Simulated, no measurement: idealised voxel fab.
Process module heading - voxel wiring stack
Cross-section cut: width 290 nm, square cells of 5 nm.
For the purposes of this document, a cross-section shall be understood as a grid of square cells, specified as bands listed in top-to-bottom order, each band consisting of one or more rows of cells. For a band, the entry starts with two heights in nm, that of the top and then that of the bottom, and carries on with the band's materials in order from left to right, each alongside its width in nm; the word "edge to edge" beside a single material means it fills the band edge to edge, and "empty" means empty space. Height 0 is the level under which the wafer as received is all one material. The lowest band goes on downwards, as in "0 down". The expression "30->40" gives the width at the extremes of the band, the first number at its top row of cells and the second at its bottom row, with the width changing by equal amounts from each row to the next in between. Key: "nothing different" - step with no changed cell in the cross-section. Entry "Sealed voids". Content: empty spaces with no open connection to the top, size 8 cells or greater. Each: width x height at distance. Distance: from left edge. Unit: nm. Formally, on a step line, whatever follows the settings is a remark that the simulator itself makes on the step. "overlay nm" denotes, for a step that has a mask, the displacement of the mask to the right of its planned place, with negative values corresponding to the left.

**Here's what the planned process steps look like**
| 1 | RECEIVE [material Si] |
| 2 | CONFORMAL_DEP [material SiO2] [thk nm 15] |
| 3 | DIRECTIONAL_DEP [material TiN] [thk nm 5] |
| 4 | DIRECTIONAL_DEP [material W] [thk nm 20] |
| 5 | DIRECTIONAL_DEP [material aC] [thk nm 10] |
| 6 | PATTERN [tone cover] [mask id METAL_1] [material resist] [width nm 30] [pitch nm 60] [thk nm 25] [overlay nm 0] |
| 7 | DIRECTIONAL_ETCH [etch materials aC] [depth nm 10] |
| 8 | STRIP [etch materials resist] |
| 9 | DIRECTIONAL_ETCH [etch materials W] [depth nm 20] |
| 10 | DIRECTIONAL_ETCH [etch materials TiN] [depth nm 5] |
| 11 | STRIP [etch materials aC] |
| 12 | FILL_DEP [material SiO2] [thk nm 5] |
| 13 | CMP [height nm 40] |
| 14 | CONFORMAL_DEP [material SiCN] [thk nm 5] |
| 15 | DIRECTIONAL_DEP [material lowk] [thk nm 30] |
| 16 | PATTERN [tone open] [mask id METAL_2_HOLES] [material resist] [width nm 15] [pitch nm 120] [thk nm 15] [overlay nm 0] |
| 17 | DIRECTIONAL_ETCH [etch materials lowk] [depth nm 30] |
| 18 | STRIP [etch materials resist] |
| 19 | PATTERN [tone open] [mask id METAL_2] [material resist] [width nm 30] [pitch nm 60] [thk nm 20] [overlay nm 0] |
| 20 | DIRECTIONAL_ETCH [etch materials lowk] [depth nm 20] |
| 21 | DIRECTIONAL_ETCH [etch materials SiCN] [depth nm 5] |
| 22 | STRIP [etch materials resist] |
| 23 | CONFORMAL_DEP [material TiN] [thk nm 5] |
| 24 | FILL_DEP [material Cu] [thk nm 10] |
| 25 | CMP [height nm 75] |
| 26 | CONFORMAL_DEP [material SiCN] [thk nm 5] |
| 27 | DIRECTIONAL_DEP [material SiO2] [thk nm 15] |
| 28 | PATTERN [tone open] [mask id PLUG_2] [material resist] [width nm 15] [pitch nm 60] [thk nm 15] [overlay nm 0] |
| 29 | DIRECTIONAL_ETCH [etch materials SiO2] [depth nm 15] |
| 30 | DIRECTIONAL_ETCH [etch materials SiCN] [depth nm 5] |
| 31 | STRIP [etch materials resist] |
| 32 | EPI [material Ru] [thk nm 10] |
| 33 | EPI [material Ru] [thk nm 10] |
| 34 | DIRECTIONAL_DEP [material TiN] [thk nm 5] |
| 35 | DIRECTIONAL_DEP [material W] [thk nm 20] |
| 36 | DIRECTIONAL_DEP [material aC] [thk nm 10] |
| 37 | PATTERN [tone cover] [mask id METAL_3] [material resist] [width nm 30] [pitch nm 60] [thk nm 25] [overlay nm 0] |
| 38 | DIRECTIONAL_ETCH [etch materials aC] [depth nm 10] |
| 39 | STRIP [etch materials resist] |
| 40 | DIRECTIONAL_ETCH [etch materials W] [depth nm 20] |
| 41 | DIRECTIONAL_ETCH [etch materials TiN] [depth nm 5] |
| 42 | STRIP [etch materials aC] |
| 43 | FILL_DEP [material lowk] [thk nm 5] |
| 44 | CMP [height nm 120] |
| 45 | CONFORMAL_DEP [material SiCN] [thk nm 5] |

**The cross-section here shows the wafer as received, i.e. in its state after step 1**
- 0 down | Si edge to edge
- Sealed voids: none

**Final wafer profile in cross-section after the module, from the same start and plan as above, with one mistake made during processing**
- 125 to 120 | SiCN edge to edge
- 120 to 100 | lowk=70  W=30  lowk=30  W=30  lowk=30  W=30  lowk=70
- 100 to 95 | lowk=70  TiN=30  lowk=30  TiN=30  lowk=30  TiN=30  lowk=70
- 95 to 80 | SiO2=70  Ru=15  SiO2=45  Ru=15  SiO2=45  Ru=15  SiO2=85
- 80 to 75 | SiCN=70  Ru=15  SiCN=45  Ru=15  SiCN=45  Ru=15  SiCN=85
- 75 to 60 | lowk=70  TiN=5  Cu=20  TiN=5  lowk=30  TiN=5  Cu=20  TiN=5  lowk=30  TiN=5  Cu=20  TiN=5  lowk=70
- 60 to 55 | lowk=70  TiN=5  Cu=5  TiN=20  lowk=30  TiN=30  lowk=30  TiN=5  Cu=5  TiN=20  lowk=70
- 55 to 45 | lowk=70  TiN=5  Cu=5  TiN=5  lowk=105  TiN=5  Cu=5  TiN=5  lowk=85
- 45 to 40 | SiCN=70  TiN=15  SiCN=105  TiN=15  SiCN=85
- 40 to 20 | SiO2=80  W=30  SiO2=30  W=30  SiO2=30  W=30  SiO2=60
- 20 to 15 | SiO2=80  TiN=30  SiO2=30  TiN=30  SiO2=30  TiN=30  SiO2=60
- 15 to 0 | SiO2 edge to edge
- 0 down | Si edge to edge
- Sealed voids: none
The mistake made against the process plan was this: step 6 was not run as planned; what actually ran was PATTERN [tone cover] [mask id METAL_1] [material resist] [width nm 30] [pitch nm 60] [thk nm 25] [overlay nm 10]
